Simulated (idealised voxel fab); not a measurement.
process module | voxel self aligned contacts
cross-section cut | 250 nm wide | cells 5 nm
A cross-section is a grid of square cells, given in bands from the top down. A band is one or more rows of cells.
Each band's line starts with the height of the band's top and of its bottom, in nm. Then come its materials from left to right, each with its width in nm. One material with "throughout" fills the band from edge to edge. "air" is empty space.
Height 0 is the level under which the wafer as received is all one material. The lowest band goes on downwards, as in "0 down".
A width such as "30 to 40" changes by the same amount from each row of cells to the next, from the band's top row to its bottom row.
"no change" after a step means that no cell of the cross-section changed.
closed voids: empty space of 8 cells or more with no open way to the top, each as width x height at its distance from the left edge, in nm
after a step's settings: what the simulator itself notes on the step
overlay nm, on a step with a mask: how far to the right of its planned place the mask lay; to the left if negative
plan
1 op RECEIVE | material Si
2 op OXIDIZE | depth nm 5
3 op DIRECTIONAL_DEP | material polySi | thk nm 25
4 op DIRECTIONAL_DEP | material SiN | thk nm 25
5 op DIRECTIONAL_DEP | material aC | thk nm 15
6 op PATTERN | tone cover | mask id GATE | material resist | width nm 35 | pitch nm 75 | thk nm 35 | overlay nm 0
7 op DIRECTIONAL_ETCH | etch materials aC | depth nm 15
8 op STRIP | etch materials resist
9 op DIRECTIONAL_ETCH | etch materials SiN | depth nm 25
10 op DIRECTIONAL_ETCH | etch materials polySi | depth nm 25
11 op STRIP | etch materials aC
12 op CONFORMAL_DEP | material SiN | thk nm 10
13 op DIRECTIONAL_ETCH | etch materials SiN | depth nm 10
14 op FILL_DEP | material SiO2 | thk nm 15
15 op CMP | height nm 55
16 op MASKED_ETCH | tone open | mask id CONTACT | width nm 60 | etch materials SiO2 | depth nm 60 | overlay nm 0
17 op CONFORMAL_DEP | material TiN | thk nm 5
18 op FILL_DEP | material Ru | thk nm 5
19 op CMP | height nm 55
20 op CONFORMAL_DEP | material SiN | thk nm 5
first wafer, as planned
as received, after step 1
  0 down: Si throughout
  closed voids: none
after step 2
  0 to -5: SiO2 throughout
  below -5: unchanged
after step 3
  25 to 0: polySi throughout
  below 0: unchanged
after step 4
  50 to 25: SiN throughout
  below 25: unchanged
after step 5
  65 to 50: aC throughout
  below 50: unchanged
after step 6
  100 to 65: air 70 | resist 35 | air 40 | resist 35 | air 70
  below 65: unchanged
after step 7
  85 to 65: air 70 | resist 35 | air 40 | resist 35 | air 70
  65 to 50: air 70 | aC 35 | air 40 | aC 35 | air 70
  below 50: unchanged
after step 8
  65 to 50: air 70 | aC 35 | air 40 | aC 35 | air 70
  below 50: unchanged
after step 9
  65 to 50: air 70 | aC 35 | air 40 | aC 35 | air 70
  50 to 25: air 70 | SiN 35 | air 40 | SiN 35 | air 70
  below 25: unchanged
after step 10
  65 to 50: air 70 | aC 35 | air 40 | aC 35 | air 70
  50 to 25: air 70 | SiN 35 | air 40 | SiN 35 | air 70
  25 to 0: air 70 | polySi 35 | air 40 | polySi 35 | air 70
  below 0: unchanged
after step 11
  50 to 25: air 70 | SiN 35 | air 40 | SiN 35 | air 70
  below 25: unchanged
after step 12
  60 to 25: air 60 | SiN 55 | air 20 | SiN 55 | air 60
  25 to 10: air 60 | SiN 10 | polySi 35 | SiN 10 | air 20 | SiN 10 | polySi 35 | SiN 10 | air 60
  10 to 0: SiN 70 | polySi 35 | SiN 40 | polySi 35 | SiN 70
  below 0: unchanged
after step 13
  50 to 25: air 60 | SiN 55 | air 20 | SiN 55 | air 60
  25 to 0: air 60 | SiN 10 | polySi 35 | SiN 10 | air 20 | SiN 10 | polySi 35 | SiN 10 | air 60
  below 0: unchanged
after step 14
  65 to 50: SiO2 throughout
  50 to 25: SiO2 60 | SiN 55 | SiO2 20 | SiN 55 | SiO2 60
  25 to 0: SiO2 60 | SiN 10 | polySi 35 | SiN 10 | SiO2 20 | SiN 10 | polySi 35 | SiN 10 | SiO2 60
  below 0: unchanged
after step 15
  55 to 50: SiO2 throughout
  below 50: unchanged
after step 16
  55 to 50: SiO2 95 | air 60 | SiO2 95
  50 to 25: SiO2 60 | SiN 55 | air 20 | SiN 55 | SiO2 60
  25 to 0: SiO2 60 | SiN 10 | polySi 35 | SiN 10 | air 20 | SiN 10 | polySi 35 | SiN 10 | SiO2 60
  0 to -5: SiO2 115 | air 20 | SiO2 115
  below -5: unchanged
after step 17
  60 to 55: TiN 100 | air 50 | TiN 100
  55 to 50: SiO2 95 | TiN 25 | air 10 | TiN 25 | SiO2 95
  50 to 25: SiO2 60 | SiN 55 | TiN 5 | air 10 | TiN 5 | SiN 55 | SiO2 60
  25 to 0: SiO2 60 | SiN 10 | polySi 35 | SiN 10 | TiN 5 | air 10 | TiN 5 | SiN 10 | polySi 35 | SiN 10 | SiO2 60
  0 to -5: SiO2 115 | TiN 20 | SiO2 115
  below -5: unchanged
after step 18
  65 to 60: Ru throughout
  60 to 55: TiN 100 | Ru 50 | TiN 100
  55 to 50: SiO2 95 | TiN 25 | Ru 10 | TiN 25 | SiO2 95
  50 to 25: SiO2 60 | SiN 55 | TiN 5 | Ru 10 | TiN 5 | SiN 55 | SiO2 60
  25 to 0: SiO2 60 | SiN 10 | polySi 35 | SiN 10 | TiN 5 | Ru 10 | TiN 5 | SiN 10 | polySi 35 | SiN 10 | SiO2 60
  below 0: unchanged
after step 19
  55 to 50: SiO2 95 | TiN 25 | Ru 10 | TiN 25 | SiO2 95
  below 50: unchanged
after step 20
  60 to 55: SiN throughout
  below 55: unchanged
second wafer: like start, like plan, one mistake. Through step 1 it matches the first wafer
when step 2 should have ended: no change
when step 3 should have ended
  25 to 0: polySi throughout
  below 0: unchanged
when step 4 should have ended
  50 to 25: SiN throughout
  below 25: unchanged
when step 5 should have ended
  65 to 50: aC throughout
  below 50: unchanged
when step 6 should have ended
  100 to 65: air 70 | resist 35 | air 40 | resist 35 | air 70
  below 65: unchanged
when step 7 should have ended
  85 to 65: air 70 | resist 35 | air 40 | resist 35 | air 70
  65 to 50: air 70 | aC 35 | air 40 | aC 35 | air 70
  below 50: unchanged
when step 8 should have ended
  65 to 50: air 70 | aC 35 | air 40 | aC 35 | air 70
  below 50: unchanged
when step 9 should have ended
  65 to 50: air 70 | aC 35 | air 40 | aC 35 | air 70
  50 to 25: air 70 | SiN 35 | air 40 | SiN 35 | air 70
  below 25: unchanged
when step 10 should have ended
  65 to 50: air 70 | aC 35 | air 40 | aC 35 | air 70
  50 to 25: air 70 | SiN 35 | air 40 | SiN 35 | air 70
  25 to 0: air 70 | polySi 35 | air 40 | polySi 35 | air 70
  below 0: unchanged
when step 11 should have ended
  50 to 25: air 70 | SiN 35 | air 40 | SiN 35 | air 70
  below 25: unchanged
when step 12 should have ended
  60 to 25: air 60 | SiN 55 | air 20 | SiN 55 | air 60
  25 to 10: air 60 | SiN 10 | polySi 35 | SiN 10 | air 20 | SiN 10 | polySi 35 | SiN 10 | air 60
  10 to 0: SiN 70 | polySi 35 | SiN 40 | polySi 35 | SiN 70
  below 0: unchanged
when step 13 should have ended
  50 to 25: air 60 | SiN 55 | air 20 | SiN 55 | air 60
  25 to 0: air 60 | SiN 10 | polySi 35 | SiN 10 | air 20 | SiN 10 | polySi 35 | SiN 10 | air 60
  below 0: unchanged
when step 14 should have ended
  65 to 50: SiO2 throughout
  50 to 25: SiO2 60 | SiN 55 | SiO2 20 | SiN 55 | SiO2 60
  25 to 0: SiO2 60 | SiN 10 | polySi 35 | SiN 10 | SiO2 20 | SiN 10 | polySi 35 | SiN 10 | SiO2 60
  below 0: unchanged
when step 15 should have ended
  55 to 50: SiO2 throughout
  below 50: unchanged
when step 16 should have ended
  55 to 50: SiO2 95 | air 60 | SiO2 95
  50 to 25: SiO2 60 | SiN 55 | air 20 | SiN 55 | SiO2 60
  25 to 0: SiO2 60 | SiN 10 | polySi 35 | SiN 10 | air 20 | SiN 10 | polySi 35 | SiN 10 | SiO2 60
  below 0: unchanged
when step 17 should have ended
  60 to 55: TiN 100 | air 50 | TiN 100
  55 to 50: SiO2 95 | TiN 25 | air 10 | TiN 25 | SiO2 95
  50 to 25: SiO2 60 | SiN 55 | TiN 5 | air 10 | TiN 5 | SiN 55 | SiO2 60
  25 to 5: SiO2 60 | SiN 10 | polySi 35 | SiN 10 | TiN 5 | air 10 | TiN 5 | SiN 10 | polySi 35 | SiN 10 | SiO2 60
  5 to 0: SiO2 60 | SiN 10 | polySi 35 | SiN 10 | TiN 20 | SiN 10 | polySi 35 | SiN 10 | SiO2 60
  below 0: unchanged
when step 18 should have ended
  65 to 60: Ru throughout
  60 to 55: TiN 100 | Ru 50 | TiN 100
  55 to 50: SiO2 95 | TiN 25 | Ru 10 | TiN 25 | SiO2 95
  50 to 25: SiO2 60 | SiN 55 | TiN 5 | Ru 10 | TiN 5 | SiN 55 | SiO2 60
  25 to 5: SiO2 60 | SiN 10 | polySi 35 | SiN 10 | TiN 5 | Ru 10 | TiN 5 | SiN 10 | polySi 35 | SiN 10 | SiO2 60
  below 5: unchanged
when step 19 should have ended
  55 to 50: SiO2 95 | TiN 25 | Ru 10 | TiN 25 | SiO2 95
  below 50: unchanged
when step 20 should have ended
  60 to 55: SiN throughout
  below 55: unchanged
what went wrong: step 2 was left out
at the end the second wafer has, in cells: 2 fewer of Ru | 50 more of Si | 46 fewer of SiO2 | 2 fewer of TiN
